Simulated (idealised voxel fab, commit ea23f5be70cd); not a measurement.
Process module heading - voxel transistor to metal
cross-section cut | 260 nm wide | cells 5 nm
This document writes a cross-section as a grid whose cells are square, and gives it as bands, listed from the top down; one or more rows of cells form a band. Band entry format. Leading values: height of top, height of bottom, nm. Remainder: materials in left-to-right order, each with its width in nm. Special words: "all across" on a single material, which then fills the band edge to edge; "blank", empty space. Beneath 0, the wafer as received is one material, and that level is where height counting begins. The lowest band goes on downward without a bottom; it is written like "0 down". It should be noted that a width expressed as "30->40" varies in equal increments from row to row of cells within the band, taking the value of the first number at the top row and that of the second number at the bottom row. Given "nothing altered" for a step, no cell of the cross-section differs between before and after that step. Closed empty spaces (no open way to the top) of 8 cells or more are what "Fully sealed voids" lists, each as width x height at distance from the left edge, nm for all three. If you see something after the settings on a step's line, that's the simulator's own remark about that step. "overlay nm" denotes, for a step that has a mask, the displacement of the mask to the right of its planned place, with negative values corresponding to the left.
### Intended process steps
1 RECEIVE, material Si
2 CONFORMAL_DEP, material SiO2, thk nm 5
3 CONFORMAL_DEP, material SiN, thk nm 15
4 DIRECTIONAL_DEP, material aC, thk nm 15
5 PATTERN, tone cover, mask id ACTIVE, material resist, width nm 100, pitch nm 130, thk nm 30, overlay nm 0
6 DIRECTIONAL_ETCH, etch materials aC, depth nm 15
7 STRIP, etch materials resist
8 DIRECTIONAL_ETCH, etch materials SiN, depth nm 15
9 DIRECTIONAL_ETCH, etch materials SiO2, depth nm 5
10 DIRECTIONAL_ETCH, etch materials Si, depth nm 25
11 STRIP, etch materials aC
12 FILL_DEP, material SiO2, thk nm 15
13 CMP, height nm 20
14 SELECTIVE_ETCH, etch materials SiO2, depth nm 15
15 STRIP, etch materials SiN
16 SELECTIVE_ETCH, etch materials SiO2, depth nm 5
17 OXIDIZE, depth nm 5
18 DIRECTIONAL_DEP, material polySi, thk nm 20
19 DIRECTIONAL_DEP, material SiCN, thk nm 15
20 PATTERN, tone cover, mask id GATE, material resist, width nm 20, pitch nm 130, thk nm 20, overlay nm 0
21 DIRECTIONAL_ETCH, etch materials SiCN, depth nm 25
22 DIRECTIONAL_ETCH, etch materials polySi, depth nm 30
23 STRIP, etch materials resist
24 CONFORMAL_DEP, material SiO2, thk nm 5
25 DIRECTIONAL_ETCH, etch materials SiO2, depth nm 5
26 CONFORMAL_DEP, material SiN, thk nm 10
27 DIRECTIONAL_ETCH, etch materials SiN, depth nm 10
28 DIRECTIONAL_ETCH, etch materials SiO2, depth nm 5
29 DIRECTIONAL_ETCH, etch materials Si, depth nm 10
30 EPI, material SiGe, thk nm 15
31 FILL_DEP, material SiO2, thk nm 5
32 CMP, height nm 35
33 DIRECTIONAL_DEP, material SiO2, thk nm 10
34 DIRECTIONAL_DEP, material aC, thk nm 15
35 PATTERN, tone open, mask id CONTACT, material resist, width nm 15, pitch nm 65, thk nm 35, overlay nm 0
36 DIRECTIONAL_ETCH, etch materials aC, depth nm 15
37 STRIP, etch materials resist
38 DIRECTIONAL_ETCH, etch materials SiO2, depth nm 35
39 STRIP, etch materials aC
40 CONFORMAL_DEP, material TiN, thk nm 5
41 FILL_DEP, material W, thk nm 5
42 CMP, height nm 45
43 DIRECTIONAL_DEP, material TiN, thk nm 5
44 DIRECTIONAL_DEP, material W, thk nm 15
45 DIRECTIONAL_DEP, material aC, thk nm 10
46 PATTERN, tone cover, mask id METAL_1, material resist, width nm 15, pitch nm 65, thk nm 25, overlay nm 0
47 DIRECTIONAL_ETCH, etch materials aC, depth nm 10
48 STRIP, etch materials resist
49 DIRECTIONAL_ETCH, etch materials W, depth nm 15
50 DIRECTIONAL_ETCH, etch materials TiN, depth nm 5
51 STRIP, etch materials aC
52 CONFORMAL_DEP, material SiCN, thk nm 5
53 FILL_DEP, material lowk, thk nm 5
54 CMP, height nm 65
55 CONFORMAL_DEP, material SiCN, thk nm 5
56 DIRECTIONAL_DEP, material lowk, thk nm 35
57 DIRECTIONAL_DEP, material aC, thk nm 10
58 PATTERN, tone open, mask id METAL_2, material resist, width nm 15, pitch nm 130, thk nm 25, overlay nm 0
59 DIRECTIONAL_ETCH, etch materials aC, depth nm 10
60 STRIP, etch materials resist
61 DIRECTIONAL_ETCH, etch materials lowk, depth nm 20
62 STRIP, etch materials aC
63 MASKED_ETCH, tone open, mask id METAL_2_HOLES, width nm 15, pitch nm 130, etch materials lowk, depth nm 15, overlay nm 0
64 MASKED_ETCH, tone open, mask id METAL_2_HOLES, width nm 15, pitch nm 130, etch materials SiCN, depth nm 5, overlay nm 0
65 CONFORMAL_DEP, material TiN, thk nm 5
66 FILL_DEP, material Cu, thk nm 5
67 CMP, height nm 105
68 CONFORMAL_DEP, material SiN, thk nm 5
### Cross-section of the wafer at receipt, which is the condition after step 1
    0 down = Si all across
    Fully sealed voids: none
### Wafer at module end, in section. Began as above, planned as above, run with one mistake
    110 to 105 = SiN all across
    105 to 70 = 25 of lowk; 5 of TiN; 5 of Cu; 5 of TiN; 115 of lowk; 5 of TiN; 5 of Cu; 5 of TiN; 90 of lowk
    70 to 65 = 25 of SiCN; 15 of TiN; 115 of SiCN; 15 of TiN; 90 of SiCN
    65 to 50 = 20 of lowk; 5 of SiCN; 15 of W; 5 of SiCN; 40 of lowk; 5 of SiCN; 15 of W; 5 of SiCN; 40 of lowk; 5 of SiCN; 15 of W; 5 of SiCN; 40 of lowk; 5 of SiCN; 15 of W; 5 of SiCN; 20 of lowk
    50 to 45 = 25 of SiCN; 15 of TiN; 50 of SiCN; 15 of TiN; 50 of SiCN; 15 of TiN; 50 of SiCN; 15 of TiN; 25 of SiCN
    45 to 40 = 20 of W; 5 of TiN; 15 of SiO2; 5 of TiN; 40 of W; 5 of TiN; 15 of SiO2; 5 of TiN; 40 of W; 5 of TiN; 15 of SiO2; 5 of TiN; 40 of W; 5 of TiN; 15 of SiO2; 5 of TiN; 20 of W
    40 to 35 = 20 of W; 5 of TiN; 15 of SiO2; 50 of TiN; 15 of SiO2; 5 of TiN; 40 of W; 5 of TiN; 15 of SiO2; 50 of TiN; 15 of SiO2; 5 of TiN; 20 of W
    35 to 20 = 20 of W; 5 of TiN; 15 of SiO2; 10 of SiN; 5 of TiN; 20 of SiCN; 5 of TiN; 10 of SiN; 15 of SiO2; 5 of TiN; 40 of W; 5 of TiN; 15 of SiO2; 10 of SiN; 5 of TiN; 20 of SiCN; 5 of TiN; 10 of SiN; 15 of SiO2; 5 of TiN; 20 of W
    20 to 15 = 20 of W; 5 of TiN; 15 of SiO2; 10 of SiN; 5 of TiN; 20 of polySi; 5 of TiN; 10 of SiN; 15 of SiO2; 5 of TiN; 40 of W; 5 of TiN; 15 of SiO2; 10 of SiN; 5 of TiN; 20 of polySi; 5 of TiN; 10 of SiN; 15 of SiO2; 5 of TiN; 20 of W
    15 to 10 = 25 of TiN; 15 of SiO2; 10 of SiN; 5 of TiN; 20 of polySi; 5 of TiN; 10 of SiN; 15 of SiO2; 50 of TiN; 15 of SiO2; 10 of SiN; 5 of TiN; 20 of polySi; 5 of TiN; 10 of SiN; 15 of SiO2; 25 of TiN
    10 to 0 = 25 of SiO2; 15 of SiGe; 10 of SiN; 5 of SiO2; 20 of polySi; 5 of SiO2; 10 of SiN; 15 of SiGe; 50 of SiO2; 15 of SiGe; 10 of SiN; 5 of SiO2; 20 of polySi; 5 of SiO2; 10 of SiN; 15 of SiGe; 25 of SiO2
    0 to -5 = 10 of SiO2; 30 of SiGe; 50 of SiO2; 30 of SiGe; 20 of SiO2; 30 of SiGe; 50 of SiO2; 30 of SiGe; 10 of SiO2
    -5 to -15 = 15 of SiO2; 25 of SiGe; 50 of Si; 25 of SiGe; 30 of SiO2; 25 of SiGe; 50 of Si; 25 of SiGe; 15 of SiO2
    -15 to -25 = 15 of SiO2; 100 of Si; 30 of SiO2; 100 of Si; 15 of SiO2
    -25 down = Si all across
    Fully sealed voids: none
Diagnosis: step 35 did not use the planned setting and instead ran as PATTERN, tone cover, mask id CONTACT, material resist, width nm 15, pitch nm 65, thk nm 35, overlay nm 0
